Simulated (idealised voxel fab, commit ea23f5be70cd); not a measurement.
process module | voxel capacitor over wiring
cross-section cut | 245 nm wide | cells 5 nm
A cross-section is a grid of square cells, given in bands from the top down. A band is one or more rows of cells.
Each band's line starts with the height of the band's top and of its bottom, in nm. Then come its materials from left to right, each with its width in nm. One material with "throughout" fills the band from edge to edge. "air" is empty space.
Height 0 is the level under which the wafer as received is all one material. The lowest band goes on downwards, as in "0 down".
A width such as "30 to 40" changes by the same amount from each row of cells to the next, from the band's top row to its bottom row.
"no change" after a step means that no cell of the cross-section changed.
closed voids: empty space of 8 cells or more with no open way to the top, each as width x height at its distance from the left edge, in nm
after a step's settings: what the simulator itself notes on the step
overlay nm, on a step with a mask: how far to the right of its planned place the mask lay; to the left if negative
plan
1 op RECEIVE | material Si
2 op CONFORMAL_DEP | material SiO2 | thk nm 15
3 op DIRECTIONAL_DEP | material TiN | thk nm 5
4 op DIRECTIONAL_DEP | material Ru | thk nm 20
5 op PATTERN | tone cover | mask id METAL_1 | material resist | width nm 25 | pitch nm 75 | thk nm 20 | overlay nm 0
6 op DIRECTIONAL_ETCH | etch materials Ru | depth nm 20
7 op DIRECTIONAL_ETCH | etch materials TiN | depth nm 5
8 op STRIP | etch materials resist
9 op CONFORMAL_DEP | material SiCN | thk nm 5
10 op FILL_DEP | material SiO2 | thk nm 10
11 op CMP | height nm 40
12 op CONFORMAL_DEP | material SiCN | thk nm 5
13 op DIRECTIONAL_DEP | material lowk | thk nm 20
14 op MASKED_ETCH | tone open | mask id PLUG_1 | width nm 15 | etch materials lowk | depth nm 20 | overlay nm 0
15 op MASKED_ETCH | tone open | mask id PLUG_1 | width nm 15 | etch materials SiCN | depth nm 5 | overlay nm 0
16 op EPI | material Ru | thk nm 10
17 op EPI | material Ru | thk nm 10
18 op EPI | material Ru | thk nm 5
19 op DIRECTIONAL_DEP | material TiN | thk nm 10
20 op DIRECTIONAL_DEP | material SiN | thk nm 5
21 op DIRECTIONAL_DEP | material TiN | thk nm 5
22 op MASKED_ETCH | tone cover | mask id UPPER_PLATE | width nm 55 | etch materials TiN | depth nm 5 | overlay nm 0
23 op MASKED_ETCH | tone cover | mask id UPPER_PLATE | width nm 55 | etch materials SiN | depth nm 5 | overlay nm 0
24 op MASKED_ETCH | tone cover | mask id LOWER_PLATE | width nm 65 | etch materials TiN | depth nm 10 | overlay nm 0
25 op FILL_DEP | material SiO2 | thk nm 15
26 op CMP | height nm 95
27 op DIRECTIONAL_DEP | material aC | thk nm 10
28 op PATTERN | tone open | mask id PLUG_2 | material resist | width nm 15 | thk nm 25 | overlay nm 0
29 op DIRECTIONAL_ETCH | etch materials aC | depth nm 10
30 op STRIP | etch materials resist
31 op DIRECTIONAL_ETCH | etch materials SiO2 | depth nm 10
32 op STRIP | etch materials aC
33 op CONFORMAL_DEP | material TiN | thk nm 5
34 op FILL_DEP | material Cu | thk nm 10
35 op CMP | height nm 95
36 op CONFORMAL_DEP | material SiN | thk nm 5
as received, after step 1
  0 down: Si throughout
  closed voids: none
first wafer at the end, as planned
  100 to 95: SiN throughout
  95 to 90: SiO2 90 | TiN 5 | Cu 5 | TiN 5 | SiO2 140
  90 to 80: SiO2 90 to 80 | TiN 15 to 55 | SiO2 140 to 110
  80 to 75: SiO2 80 | SiN 55 | SiO2 110
  75 to 65: SiO2 75 | TiN 65 | SiO2 105
  65 to 45: lowk 80 | Ru 15 | lowk 150
  45 to 40: SiCN 80 | Ru 15 | SiCN 150
  40 to 20: SiO2 65 | SiCN 5 | Ru 25 | SiCN 5 | SiO2 40 | SiCN 5 | Ru 25 | SiCN 5 | SiO2 70
  20 to 15: SiCN 70 | TiN 25 | SiCN 50 | TiN 25 | SiCN 75
  15 to 0: SiO2 throughout
  0 down: Si throughout
  closed voids: none
second wafer at the end: like start, like plan, one mistake
  100 to 95: SiN throughout
  95 to 90: SiO2 90 | TiN 5 | Cu 10 | TiN 5 | SiO2 135
  90 to 80: SiO2 90 to 80 | TiN 20 to 55 | SiO2 135 to 110
  80 to 75: SiO2 80 | SiN 55 | SiO2 110
  75 to 65: SiO2 75 | TiN 65 | SiO2 105
  65 to 45: lowk 80 | Ru 15 | lowk 150
  45 to 40: SiCN 80 | Ru 15 | SiCN 150
  40 to 20: SiO2 65 | SiCN 5 | Ru 25 | SiCN 5 | SiO2 40 | SiCN 5 | Ru 25 | SiCN 5 | SiO2 70
  20 to 15: SiCN 70 | TiN 25 | SiCN 50 | TiN 25 | SiCN 75
  15 to 0: SiO2 throughout
  0 down: Si throughout
  closed voids: none
what went wrong: step 28 ran as: op PATTERN | tone open | mask id PLUG_2 | material resist | width nm 20 | thk nm 25 | overlay nm 0
at the end the second wafer has, in cells: 1 more of Cu | 2 fewer of SiO2 | 1 more of TiN
